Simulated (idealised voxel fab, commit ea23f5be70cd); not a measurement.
process module | voxel self aligned contacts
cross-section cut | 230 nm wide | cells 5 nm
A cross-section is a grid of square cells, given in bands from the top down. A band is one or more rows of cells.
Each band's line starts with the height of the band's top and of its bottom, in nm. Then come its materials from left to right, each with its width in nm. One material with "throughout" fills the band from edge to edge. "air" is empty space.
Height 0 is the level under which the wafer as received is all one material. The lowest band goes on downwards, as in "0 down".
A width such as "30 to 40" changes by the same amount from each row of cells to the next, from the band's top row to its bottom row.
"no change" after a step means that no cell of the cross-section changed.
closed voids: empty space of 8 cells or more with no open way to the top, each as width x height at its distance from the left edge, in nm
after a step's settings: what the simulator itself notes on the step
overlay nm, on a step with a mask: how far to the right of its planned place the mask lay; to the left if negative
plan
1 op RECEIVE | material Si
2 op OXIDIZE | depth nm 5
3 op DIRECTIONAL_DEP | material polySi | thk nm 30
4 op DIRECTIONAL_DEP | material SiN | thk nm 20
5 op MASKED_ETCH | tone cover | mask id GATE | width nm 30 | pitch nm 75 | etch materials SiN | depth nm 20 | overlay nm 0
6 op MASKED_ETCH | tone cover | mask id GATE | width nm 30 | pitch nm 75 | etch materials polySi | depth nm 30 | overlay nm 0
7 op CONFORMAL_DEP | material SiN | thk nm 10
8 op DIRECTIONAL_ETCH | etch materials SiN | depth nm 10
9 op FILL_DEP | material SiO2 | thk nm 15
10 op CMP | height nm 55
11 op DIRECTIONAL_DEP | material aC | thk nm 15
12 op PATTERN | tone open | mask id CONTACT | material resist | width nm 55 | pitch nm 75 | thk nm 35 | overlay nm 0
13 op DIRECTIONAL_ETCH | etch materials aC | depth nm 15
14 op STRIP | etch materials resist
15 op DIRECTIONAL_ETCH | etch materials SiO2 | depth nm 60
16 op STRIP | etch materials aC
17 op CONFORMAL_DEP | material TiN | thk nm 5
18 op FILL_DEP | material Ru | thk nm 5
19 op CMP | height nm 55
20 op CONFORMAL_DEP | material SiCN | thk nm 5
as received, after step 1
  0 down: Si throughout
  closed voids: none
a wafer at the end: this start, this plan, one mistake
  60 to 55: SiCN throughout
  55 to 50: SiO2 50 | TiN 20 | Ru 15 | TiN 20 | SiO2 20 | TiN 20 | Ru 15 | TiN 20 | SiO2 50
  50 to 30: SiO2 15 | SiN 50 | TiN 5 | Ru 15 | TiN 5 | SiN 50 | TiN 5 | Ru 15 | TiN 5 | SiN 50 | SiO2 15
  30 to 25: SiO2 65 | TiN 25 | SiO2 50 | TiN 25 | SiO2 65
  25 to 0: polySi throughout
  0 down: Si throughout
  closed voids: none
what went wrong: steps 2 and 3 were swapped
